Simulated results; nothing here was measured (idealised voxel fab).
Module name: voxel trench capacitor (process module)
The figure presents cross-section cut, which has a width of 265 nm and is divided into square cells with an edge length of 5 nm.
Cross-sections here: square-cell grids, written as top-down lists of bands, a band being one or more rows of cells. It is stipulated that each band's entry specify, in nanometres, the height of the top of the band and then that of its bottom, followed by the materials of the band in left-to-right sequence, each together with its width in nanometres. A single material marked by the word "edge to edge" is understood to fill the band from edge to edge; the word "blank" is understood to denote empty space. Height 0 is the level under which the wafer as received is all one material. The lowest band goes on downwards, as in "0 and below". A width such as "30->40" changes by the same amount from each row of cells to the next, from the band's top row to its bottom row. "everything unchanged" means the step left every cell of the cross-section as it was. The list in "Trapped void list" covers empty spaces of 8 cells or more that cannot reach the top through any open way, and it gives each as width x height at distance; the distance is from the left edge, and width, height and distance are in nm. Read whatever lies past the settings on a step's line as the simulator's own remark about the step. Among the settings permitted on a step's line is "overlay nm"; applied to a step with a mask, it specifies the extent to which the mask lay to the right of its planned position, whereas a negative figure signifies a position to the left.

## The planned process steps are enumerated hereunder
1,RECEIVE | material Si
2,CONFORMAL_DEP | material SiN | thk nm 5
3,DIRECTIONAL_DEP | material aC | thk nm 15
4,PATTERN | tone open | mask id TRENCH | material resist | width nm 25 | pitch nm 55 | thk nm 35 | overlay nm 0
5,DIRECTIONAL_ETCH | etch materials aC | depth nm 15
6,STRIP | etch materials resist
7,DIRECTIONAL_ETCH | etch materials SiN | depth nm 5
8,DIRECTIONAL_ETCH | etch materials Si | depth nm 40
9,STRIP | etch materials aC
10,CONFORMAL_DEP | material HfO2 | thk nm 5
11,CONFORMAL_DEP | material TiN | thk nm 5
12,FILL_DEP | material W | thk nm 5
13,CMP | height nm 5

## Cross-section of the wafer as it came to us, i.e., already through step 1
- 0 and below = Si edge to edge
- Trapped void list: none

## End-of-module cross-section. Starting structure and process plan as above; one mistake made in running it
- 5 down to 0 = SiN 35 nm  HfO2 10 nm  W 5 nm  HfO2 10 nm  SiN 30 nm  HfO2 10 nm  W 5 nm  HfO2 10 nm  SiN 30 nm  HfO2 10 nm  W 5 nm  HfO2 10 nm  SiN 30 nm  HfO2 10 nm  W 5 nm  HfO2 10 nm  SiN 40 nm
- 0 down to -30 = Si 35 nm  HfO2 10 nm  W 5 nm  HfO2 10 nm  Si 30 nm  HfO2 10 nm  W 5 nm  HfO2 10 nm  Si 30 nm  HfO2 10 nm  W 5 nm  HfO2 10 nm  Si 30 nm  HfO2 10 nm  W 5 nm  HfO2 10 nm  Si 40 nm
- -30 down to -40 = Si 35 nm  HfO2 25 nm  Si 30 nm  HfO2 25 nm  Si 30 nm  HfO2 25 nm  Si 30 nm  HfO2 25 nm  Si 40 nm
- -40 and below = Si edge to edge
- Trapped void list: none
What broke from the plan during processing? step 11 off recipe, ran as CONFORMAL_DEP | material HfO2 | thk nm 5
